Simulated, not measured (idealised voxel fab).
A process module follows: voxel tone inversion.
Section cut is 240 nm wide and gridded with 5 nm square cells.
Just so we're on the same page, the cross-sections are grids of square cells, and they're listed out in bands top to bottom, each band one or more rows deep. Within each band entry, the heights of the top and of the bottom of the band appear first, in that order and in nm; the materials of the band then follow from left to right, each with its corresponding width in nm. The designation "throughout" on a single material indicates that it fills the band from edge to edge; the designation "empty" indicates empty space. Heights are expressed relative to 0, this being the level below which the as-received wafer comprises one material exclusively. The lowest band is unbounded in the downward direction and is denoted as in "from 0 down". Top row gets the first number, bottom row gets the second, and each row in between changes by the same step: that is how a band width like "30..40" works. No cell of the cross-section changed in a step that is given as "no alteration". Reported under the label "Entrapped void list" are the empty spaces having no open way to the top and comprising 8 cells or more; the notation for each is width x height at distance, in which the distance is measured from the left edge and all three values are in nm. after a step's settings: what the simulator itself notes on the step. Each step line may optionally specify "overlay nm", which for a step with a mask gives the rightward distance between the mask's planned place and where it lay, a negative value indicating the leftward direction.

[List of planned process steps]
1) RECEIVE, material Si
2) CONFORMAL_DEP, material SiCN, thk nm 10
3) DIRECTIONAL_DEP, material aC, thk nm 20
4) PATTERN, tone cover, mask id POSTS, material resist, width nm 20, pitch nm 45, thk nm 25, overlay nm 0
5) DIRECTIONAL_ETCH, etch materials aC, depth nm 20
6) STRIP, etch materials resist
7) FILL_DEP, material SiO2, thk nm 10
8) CMP, height nm 30
9) STRIP, etch materials aC
10) CONFORMAL_DEP, material TiN, thk nm 5
11) FILL_DEP, material Cu, thk nm 10
12) CMP, height nm 30
13) CONFORMAL_DEP, material SiCN, thk nm 5

[The first wafer of two, processed as planned]

[Wafer as received: cross-section following step 1]
- from 0 down  Si throughout
- Entrapped void list: none

[How the wafer stands in section after step 2]
- from 10 to 0  SiCN throughout
- Whatever lies below 0 is exactly as it was before.

[How the wafer stands in section after step 3]
- from 30 to 10  aC throughout
- Whatever lies below 10 is exactly as it was before.

[How the wafer stands in section after step 4]
- from 55 to 30  85 empty  20 resist  25 empty  20 resist  90 empty
- Whatever lies below 30 is exactly as it was before.

[How the wafer stands in section after step 5]
- from 35 to 30  85 empty  20 resist  25 empty  20 resist  90 empty
- from 30 to 10  85 empty  20 aC  25 empty  20 aC  90 empty
- Whatever lies below 10 is exactly as it was before.

[How the wafer stands in section after step 6]
- from 30 to 10  85 empty  20 aC  25 empty  20 aC  90 empty
- Whatever lies below 10 is exactly as it was before.

[How the wafer stands in section after step 7]
- from 40 to 30  SiO2 throughout
- from 30 to 10  85 SiO2  20 aC  25 SiO2  20 aC  90 SiO2
- Whatever lies below 10 is exactly as it was before.

[How the wafer stands in section after step 8]
- from 30 to 10  85 SiO2  20 aC  25 SiO2  20 aC  90 SiO2
- Whatever lies below 10 is exactly as it was before.

[How the wafer stands in section after step 9]
- from 30 to 10  85 SiO2  20 empty  25 SiO2  20 empty  90 SiO2
- Whatever lies below 10 is exactly as it was before.

[How the wafer stands in section after step 10]
- from 35 to 30  90 TiN  10 empty  35 TiN  10 empty  95 TiN
- from 30 to 15  85 SiO2  5 TiN  10 empty  5 TiN  25 SiO2  5 TiN  10 empty  5 TiN  90 SiO2
- from 15 to 10  85 SiO2  20 TiN  25 SiO2  20 TiN  90 SiO2
- Whatever lies below 10 is exactly as it was before.

[How the wafer stands in section after step 11]
- from 45 to 35  Cu throughout
- from 35 to 30  90 TiN  10 Cu  35 TiN  10 Cu  95 TiN
- from 30 to 15  85 SiO2  5 TiN  10 Cu  5 TiN  25 SiO2  5 TiN  10 Cu  5 TiN  90 SiO2
- Whatever lies below 15 is exactly as it was before.

[How the wafer stands in section after step 12]
- from 30 to 15  85 SiO2  5 TiN  10 Cu  5 TiN  25 SiO2  5 TiN  10 Cu  5 TiN  90 SiO2
- Whatever lies below 15 is exactly as it was before.

[How the wafer stands in section after step 13]
- from 35 to 30  SiCN throughout
- Whatever lies below 30 is exactly as it was before.

[Wafer two of the pair: same origin, same plan, one error during the run; identical to wafer one up to and including step 3]

[Cross-section of the second wafer at the time by which step 4 should have been completed according to the plan]
- from 55 to 30  85 empty  25 resist  20 empty  25 resist  85 empty
- Whatever lies below 30 is exactly as it was before.

[Cross-section of the second wafer at the time by which step 5 should have been completed according to the plan]
- from 35 to 30  85 empty  25 resist  20 empty  25 resist  85 empty
- from 30 to 10  85 empty  25 aC  20 empty  25 aC  85 empty
- Whatever lies below 10 is exactly as it was before.

[Cross-section of the second wafer at the time by which step 6 should have been completed according to the plan]
- from 30 to 10  85 empty  25 aC  20 empty  25 aC  85 empty
- Whatever lies below 10 is exactly as it was before.

[Cross-section of the second wafer at the time by which step 7 should have been completed according to the plan]
- from 40 to 30  SiO2 throughout
- from 30 to 10  85 SiO2  25 aC  20 SiO2  25 aC  85 SiO2
- Whatever lies below 10 is exactly as it was before.

[Cross-section of the second wafer at the time by which step 8 should have been completed according to the plan]
- from 30 to 10  85 SiO2  25 aC  20 SiO2  25 aC  85 SiO2
- Whatever lies below 10 is exactly as it was before.

[Cross-section of the second wafer at the time by which step 9 should have been completed according to the plan]
- from 30 to 10  85 SiO2  25 empty  20 SiO2  25 empty  85 SiO2
- Whatever lies below 10 is exactly as it was before.

[Cross-section of the second wafer at the time by which step 10 should have been completed according to the plan]
- from 35 to 30  90 TiN  15 empty  30 TiN  15 empty  90 TiN
- from 30 to 15  85 SiO2  5 TiN  15 empty  5 TiN  20 SiO2  5 TiN  15 empty  5 TiN  85 SiO2
- from 15 to 10  85 SiO2  25 TiN  20 SiO2  25 TiN  85 SiO2
- Whatever lies below 10 is exactly as it was before.

[Cross-section of the second wafer at the time by which step 11 should have been completed according to the plan]
- from 45 to 35  Cu throughout
- from 35 to 30  90 TiN  15 Cu  30 TiN  15 Cu  90 TiN
- from 30 to 15  85 SiO2  5 TiN  15 Cu  5 TiN  20 SiO2  5 TiN  15 Cu  5 TiN  85 SiO2
- Whatever lies below 15 is exactly as it was before.

[Cross-section of the second wafer at the time by which step 12 should have been completed according to the plan]
- from 30 to 15  85 SiO2  5 TiN  15 Cu  5 TiN  20 SiO2  5 TiN  15 Cu  5 TiN  85 SiO2
- Whatever lies below 15 is exactly as it was before.

[Cross-section of the second wafer at the time by which step 13 should have been completed according to the plan]
- from 35 to 30  SiCN throughout
- Whatever lies below 30 is exactly as it was before.
Against the plan, the run slipped here: step 4 was not run as planned; what actually ran was PATTERN, tone cover, mask id POSTS, material resist, width nm 25, pitch nm 45, thk nm 25, overlay nm 0
End check, counted in cells, second wafer has more or fewer of these materials than the first: 6 more of Cu | 8 fewer of SiO2 | 2 more of TiN
